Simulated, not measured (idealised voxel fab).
The following process module bears the name voxel self aligned vias.
For reference, the cross-section in this document is cut, with width 260 nm and square cells of 5 nm.
A cross-section is written here as square cells arranged in a grid, and it is given in bands from the top down, each band taking up one or more rows of cells. What a band's entry tells you: where the top is and where the bottom is, as heights in nm, and after that what lies inside, material by material from left to right, each with its width in nm. Empty space is written as the word "blank", and a single material marked with the word "full width" occupies the band from edge to edge. A quick word on heights: they are counted from 0, and under that level the wafer as it came to us is one material throughout. The lowest band is different from the rest in having no bottom; it simply continues downward, written as in "z 0 and below". When a width is written as two numbers, as in "30 to 40", the first number is the width in the top row of cells of the band and the second is the width in its bottom row, and the width changes by the same amount from each row to the next. "changes: none" means the step left every cell of the cross-section as it was. Listed in "Closed internal cavities": every empty space of 8 or more cells without an open way to the top. Form: width x height at distance, the distance being from the left edge, all in nm. Note: text after step settings on the step line = simulator remark on that step. "overlay nm" on a masked step: distance the mask lay right of its planned place, negative for left.

Steps in the process plan:
| 1 | RECEIVE | material Si |
| 2 | CONFORMAL_DEP | material SiO2 | thk nm 15 |
| 3 | CONFORMAL_DEP | material SiCN | thk nm 5 |
| 4 | DIRECTIONAL_DEP | material lowk | thk nm 25 |
| 5 | DIRECTIONAL_DEP | material aC | thk nm 10 |
| 6 | PATTERN | tone open | mask id LINES | material resist | width nm 30 | pitch nm 65 | thk nm 25 | overlay nm 0 |
| 7 | DIRECTIONAL_ETCH | etch materials aC | depth nm 10 |
| 8 | STRIP | etch materials resist |
| 9 | DIRECTIONAL_ETCH | etch materials lowk | depth nm 25 |
| 10 | STRIP | etch materials aC |
| 11 | CONFORMAL_DEP | material TiN | thk nm 5 |
| 12 | FILL_DEP | material W | thk nm 5 |
| 13 | CMP | height nm 45 |
| 14 | SELECTIVE_ETCH | etch materials W Ru TiN | depth nm 10 |
| 15 | FILL_DEP | material SiN | thk nm 10 |
| 16 | CMP | height nm 45 |
| 17 | DIRECTIONAL_DEP | material lowk | thk nm 15 |
| 18 | PATTERN | tone open | mask id VIAS | material resist | width nm 50 | pitch nm 65 | thk nm 15 | overlay nm -15 |
| 19 | DIRECTIONAL_ETCH | etch materials lowk | depth nm 15 |
| 20 | DIRECTIONAL_ETCH | etch materials SiN | depth nm 10 |
| 21 | STRIP | etch materials resist |
| 22 | CONFORMAL_DEP | material TiN | thk nm 5 |
| 23 | FILL_DEP | material Ru | thk nm 10 |
| 24 | CMP | height nm 60 |
| 25 | CONFORMAL_DEP | material SiCN | thk nm 5 |
Among the wafers covered here, the point of difference is the overlay nm at step 18; their starting state is shared, and the plan presents the value of the first wafer.

As-received cross-section, first of several wafers, post step 1:
  z 0 and below | Si full width
  Closed internal cavities: none

first wafer at the end, after step 25:
  z 65 to 60 | SiCN full width
  z 60 to 50 | lowk=55  TiN=5  Ru=40  TiN=5  lowk=15  TiN=5  Ru=40  TiN=5  lowk=90
  z 50 to 45 | lowk=55  TiN=30  Ru=15  TiN=5  lowk=15  TiN=30  Ru=15  TiN=5  lowk=90
  z 45 to 40 | lowk=80  TiN=5  Ru=15  TiN=5  SiN=5  lowk=35  TiN=5  Ru=15  TiN=5  SiN=5  lowk=85
  z 40 to 35 | lowk=80  TiN=25  SiN=5  lowk=35  TiN=25  SiN=5  lowk=85
  z 35 to 25 | lowk=80  TiN=5  W=20  TiN=5  lowk=35  TiN=5  W=20  TiN=5  lowk=85
  z 25 to 20 | lowk=80  TiN=30  lowk=35  TiN=30  lowk=85
  z 20 to 15 | SiCN full width
  z 15 to 0 | SiO2 full width
  z 0 and below | Si full width
  Closed internal cavities: none

The last wafer as seen in cross-section at the end of the module:
  z 65 to 60 | SiCN full width
  z 60 to 50 | lowk=85  TiN=5  Ru=40  TiN=5  lowk=15  TiN=5  Ru=40  TiN=5  lowk=60
  z 50 to 45 | lowk=85  TiN=5  Ru=15  TiN=30  lowk=15  TiN=5  Ru=15  TiN=30  lowk=60
  z 45 to 40 | lowk=80  SiN=5  TiN=5  Ru=15  TiN=5  lowk=35  SiN=5  TiN=5  Ru=15  TiN=5  lowk=85
  z 40 to 35 | lowk=80  SiN=5  TiN=25  lowk=35  SiN=5  TiN=25  lowk=85
  z 35 to 25 | lowk=80  TiN=5  W=20  TiN=5  lowk=35  TiN=5  W=20  TiN=5  lowk=85
  z 25 to 20 | lowk=80  TiN=30  lowk=35  TiN=30  lowk=85
  z 20 to 15 | SiCN full width
  z 15 to 0 | SiO2 full width
  z 0 and below | Si full width
  Closed internal cavities: none

So in this table every wafer gets its own row, and what you see is where it stands at the end of the module: for each material, how many cells it picked up (+) or gave up (-) since we received it, and after that its closed voids:
overlay nm -15, +44 Ru, +104 SiCN, +4 SiN, +156 SiO2, +56 TiN, +16 W, +296 lowk, Closed internal cavities: none
overlay nm -10, +48 Ru, +104 SiCN, +156 SiO2, +56 TiN, +16 W, +296 lowk, Closed internal cavities: none
overlay nm -5, +48 Ru, +104 SiCN, +156 SiO2, +56 TiN, +16 W, +296 lowk, Closed internal cavities: none
overlay nm 0, +48 Ru, +104 SiCN, +156 SiO2, +56 TiN, +16 W, +296 lowk, Closed internal cavities: none
overlay nm 5, +48 Ru, +104 SiCN, +156 SiO2, +56 TiN, +16 W, +296 lowk, Closed internal cavities: none
overlay nm 10, +48 Ru, +104 SiCN, +156 SiO2, +56 TiN, +16 W, +296 lowk, Closed internal cavities: none
overlay nm 15, +44 Ru, +104 SiCN, +4 SiN, +156 SiO2, +56 TiN, +16 W, +296 lowk, Closed internal cavities: none
